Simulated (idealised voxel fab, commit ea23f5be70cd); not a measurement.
process module | voxel released beams
cross-section cut | 250 nm wide | cells 5 nm
A cross-section is a grid of square cells, given in bands from the top down. A band is one or more rows of cells.
Each band's line starts with the height of the band's top and of its bottom, in nm. Then come its materials from left to right, each with its width in nm. One material with "throughout" fills the band from edge to edge. "air" is empty space.
Height 0 is the level under which the wafer as received is all one material. The lowest band goes on downwards, as in "0 down".
A width such as "30 to 40" changes by the same amount from each row of cells to the next, from the band's top row to its bottom row.
"no change" after a step means that no cell of the cross-section changed.
closed voids: empty space of 8 cells or more with no open way to the top, each as width x height at its distance from the left edge, in nm
after a step's settings: what the simulator itself notes on the step
overlay nm, on a step with a mask: how far to the right of its planned place the mask lay; to the left if negative
plan
1 op RECEIVE | material Si
2 op CONFORMAL_DEP | material SiN | thk nm 10
3 op DIRECTIONAL_DEP | material SiO2 | thk nm 10
4 op PATTERN | tone open | mask id ANCHOR | material resist | width nm 25 | thk nm 15 | overlay nm 0
5 op DIRECTIONAL_ETCH | etch materials SiO2 | depth nm 10
6 op STRIP | etch materials resist
7 op CONFORMAL_DEP | material polySi | thk nm 10
8 op PATTERN | tone cover | mask id BEAM | material resist | width nm 100 | thk nm 20 | overlay nm 0
9 op DIRECTIONAL_ETCH | etch materials polySi | depth nm 10
10 op STRIP | etch materials resist
11 op STRIP | etch materials SiO2
as received, after step 1
  0 down: Si throughout
  closed voids: none
a wafer at the end: this start, this plan, one mistake
  25 to 20: air 70 | polySi 15 | air 5 | polySi 80 | air 80
  20 to 10: air 70 to 75 | polySi 100 to 25 | air 80 to 150
  10 to 0: SiN throughout
  0 down: Si throughout
  closed voids: none
what went wrong: step 3 ran as: op DIRECTIONAL_DEP | material SiO2 | thk nm 5
